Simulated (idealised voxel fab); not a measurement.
A process module follows: voxel tone inversion.
Cross-sectional view cut (width: 190 nm; square cell size: 5 nm).
We lay out every cross-section as a grid of square cells and spell it out in bands from the top down, where one band means one or more rows of cells.
Top height, bottom height, nm. Materials left to right, width each, nm. Single material + "everywhere" = fills band edge to edge. "blank" = empty.
All heights in this document are referenced to 0, defined as the level beneath which the wafer, as received, consists entirely of one material. The lowest band is not bounded below; it extends indefinitely downward and is written in the form "0 down".
A two-number width, for instance "30..40", indicates that the width is equal to the first number in the top row of the band and to the second number in the bottom row, and that it changes by a constant amount per row of cells.
The cross-section has no changed cell in any step marked "no modifications".
You'll see "Trapped voids" listing empty spaces that have no way open to the top, as long as they're 8 cells or more; the notation is width x height at distance, where the distance is from the left edge, and all of it is in nm.
Formally, on a step line, whatever follows the settings is a remark that the simulator itself makes on the step.
"overlay nm", when on a step's line for a step with a mask, measures how far to the right of its planned place the mask lay; a negative measure means to the left.
Process steps foreseen in the plan
1 RECEIVE,material Si
2 CONFORMAL_DEP,material SiN,thk nm 5
3 DIRECTIONAL_DEP,material polySi,thk nm 15
4 PATTERN,tone cover,mask id POSTS,material resist,width nm 15,pitch nm 45,thk nm 25,overlay nm 0
5 DIRECTIONAL_ETCH,etch materials polySi,depth nm 15
6 STRIP,etch materials resist
7 FILL_DEP,material SiO2,thk nm 5
8 CMP,height nm 10
9 STRIP,etch materials polySi
The value of height nm given for step 8 in the plan refers to the first wafer; the wafers vary in this setting and are alike at the start.
Cross-sectional view of the first of several wafers in the as-received condition, corresponding to the state following step 1
> 0 down | Si everywhere
> Trapped voids: none
Depicted here is the first of several wafers in cross-section, at module completion following the last step, step 9
> 10 to 5 | 40 of SiO2, then 15 of blank, then 30 of SiO2, then 15 of blank, then 30 of SiO2, then 15 of blank, then 45 of SiO2
> 5 to 0 | SiN everywhere
> 0 down | Si everywhere
> Trapped voids: none
Of the several wafers, the last: cross-section at the end of the module
> 25 to 20 | SiO2 everywhere
> 20 to 5 | 40 of SiO2, then 15 of polySi, then 30 of SiO2, then 15 of polySi, then 30 of SiO2, then 15 of polySi, then 45 of SiO2
> 5 to 0 | SiN everywhere
> 0 down | Si everywhere
> Trapped voids: none
What follows is a table in which each wafer occupies a row; for the wafer as it stands at the close of the module, the row states, material by material, how many cells have been gained (+) or lost (-) since receipt, and then gives its closed voids
height nm 10 | +38 SiN | +29 SiO2 | Trapped voids: none
height nm 15 | +38 SiN | +58 SiO2 | Trapped voids: none
height nm 20 | +38 SiN | +87 SiO2 | Trapped voids: none
height nm 25 | +38 SiN | +125 SiO2 | +27 polySi | Trapped voids: none
